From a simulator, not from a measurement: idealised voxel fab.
Module name: voxel wiring stack (process module)
Cross-section cut spans 165 nm and uses square cells 5 nm in size.
Just so we're on the same page, the cross-sections are grids of square cells, and they're listed out in bands top to bottom, each band one or more rows deep.
Heads up on the band format: heights come first, top then bottom, in nm. After that it's the materials left to right, each with its width in nm. A single material flagged "all across" fills the whole band edge to edge, and "blank" means there's empty space there.
Heights are reckoned from 0. Under this level, the received wafer is all of one material. The bottommost band is open-ended downward, for example "0 down".
Graded width ("30->40"): value in top row of band = first number; value in bottom row = second number; row-to-row change constant.
You'll sometimes find "remains unaltered" written for a step, and that's the way of saying that nowhere in the cross-section did a cell change during that step.
The entry "Voids, enclosed" lists the empty spaces that cover at least 8 cells and have no open path to the top. Each is written as width x height at distance, where the distance is measured from the left edge and all three values are in nm.
Whatever follows a step's settings on its line is a remark the simulator itself makes about that step.
A step's line can hold "overlay nm"; with a mask on that step, the setting says how far right of the planned place the mask lay, while a negative setting says it lay to the left.
Below is the list of planned process steps
1 op RECEIVE | material Si
2 op CONFORMAL_DEP | material SiO2 | thk nm 10
3 op CONFORMAL_DEP | material SiCN | thk nm 5
4 op DIRECTIONAL_DEP | material lowk | thk nm 25
5 op MASKED_ETCH | tone open | mask id METAL_1 | width nm 30 | pitch nm 45 | etch materials lowk | depth nm 25 | overlay nm 0
6 op MASKED_ETCH | tone open | mask id METAL_1 | width nm 30 | pitch nm 45 | etch materials SiCN | depth nm 5 | overlay nm 0
7 op CONFORMAL_DEP | material TiN | thk nm 5
8 op FILL_DEP | material Cu | thk nm 5
9 op CMP | height nm 40
10 op EPI | material Ru | thk nm 5
11 op FILL_DEP | material SiCN | thk nm 5
12 op DIRECTIONAL_DEP | material SiO2 | thk nm 30
13 op MASKED_ETCH | tone open | mask id METAL_2_HOLES | width nm 15 | pitch nm 45 | etch materials SiO2 | depth nm 30 | overlay nm 0
14 op PATTERN | tone open | mask id METAL_2 | material resist | width nm 30 | pitch nm 45 | thk nm 20 | overlay nm 0
15 op DIRECTIONAL_ETCH | etch materials SiO2 | depth nm 20
16 op DIRECTIONAL_ETCH | etch materials SiCN | depth nm 5
17 op STRIP | etch materials resist
18 op CONFORMAL_DEP | material TiN | thk nm 5
19 op FILL_DEP | material Cu | thk nm 10
20 op CMP | height nm 80
21 op CONFORMAL_DEP | material SiCN | thk nm 5
22 op DIRECTIONAL_DEP | material lowk | thk nm 20
23 op PATTERN | tone open | mask id PLUG_2 | material resist | width nm 15 | thk nm 15 | overlay nm 0
24 op DIRECTIONAL_ETCH | etch materials lowk | depth nm 20
25 op DIRECTIONAL_ETCH | etch materials SiCN | depth nm 5
26 op STRIP | etch materials resist
27 op CONFORMAL_DEP | material TiN | thk nm 5
28 op FILL_DEP | material Cu | thk nm 10
29 op CMP | height nm 105
30 op CONFORMAL_DEP | material SiCN | thk nm 5
31 op DIRECTIONAL_DEP | material SiO2 | thk nm 25
32 op MASKED_ETCH | tone open | mask id METAL_3 | width nm 30 | pitch nm 45 | etch materials SiO2 | depth nm 25 | overlay nm 0
33 op MASKED_ETCH | tone open | mask id METAL_3 | width nm 30 | pitch nm 45 | etch materials SiCN | depth nm 5 | overlay nm 0
34 op CONFORMAL_DEP | material TiN | thk nm 5
35 op FILL_DEP | material Ru | thk nm 5
36 op CMP | height nm 135
37 op CONFORMAL_DEP | material SiCN | thk nm 5
38 op DIRECTIONAL_DEP | material lowk | thk nm 10
39 op MASKED_ETCH | tone open | mask id PLUG_3 | width nm 15 | etch materials lowk | depth nm 10 | overlay nm 0
40 op MASKED_ETCH | tone open | mask id PLUG_3 | width nm 15 | etch materials SiCN | depth nm 5 | overlay nm 0
41 op CONFORMAL_DEP | material TiN | thk nm 5
42 op FILL_DEP | material W | thk nm 10
43 op CMP | height nm 150
44 op CONFORMAL_DEP | material SiN | thk nm 5
45 op DIRECTIONAL_DEP | material SiO2 | thk nm 20
46 op MASKED_ETCH | tone open | mask id METAL_4 | width nm 30 | pitch nm 45 | etch materials SiO2 | depth nm 20 | overlay nm 0
47 op MASKED_ETCH | tone open | mask id METAL_4 | width nm 30 | pitch nm 45 | etch materials SiN | depth nm 5 | overlay nm -15
48 op CONFORMAL_DEP | material TiN | thk nm 5
49 op FILL_DEP | material Cu | thk nm 10
50 op CMP | height nm 175
51 op EPI | material Ru | thk nm 5
52 op FILL_DEP | material SiCN | thk nm 5
What sets these wafers apart? The overlay nm at step 47. They all start alike, and the plan carries the first wafer's value.
Cross-section of the first of several wafers on receipt, reflecting completion of step 1
* 0 down = Si all across
* Voids, enclosed: none
Per wafer (row), end of module: delta in cells per material since receipt, (+) for gained, (-) for lost; closed voids after that
overlay nm -15 | +100 Cu | +72 Ru | +196 SiCN | +27 SiN | +393 SiO2 | +146 TiN | +2 W | +285 lowk | Voids, enclosed: none
overlay nm -10 | +102 Cu | +72 Ru | +196 SiCN | +25 SiN | +393 SiO2 | +146 TiN | +2 W | +285 lowk | Voids, enclosed: none
overlay nm -5 | +104 Cu | +72 Ru | +196 SiCN | +23 SiN | +393 SiO2 | +146 TiN | +2 W | +285 lowk | Voids, enclosed: none
overlay nm 0 | +106 Cu | +72 Ru | +196 SiCN | +21 SiN | +393 SiO2 | +146 TiN | +2 W | +285 lowk | Voids, enclosed: none
overlay nm 5 | +104 Cu | +72 Ru | +196 SiCN | +23 SiN | +393 SiO2 | +146 TiN | +2 W | +285 lowk | Voids, enclosed: none
overlay nm 10 | +102 Cu | +72 Ru | +196 SiCN | +25 SiN | +393 SiO2 | +146 TiN | +2 W | +285 lowk | Voids, enclosed: none
overlay nm 15 | +100 Cu | +72 Ru | +196 SiCN | +27 SiN | +393 SiO2 | +146 TiN | +2 W | +285 lowk | Voids, enclosed: none
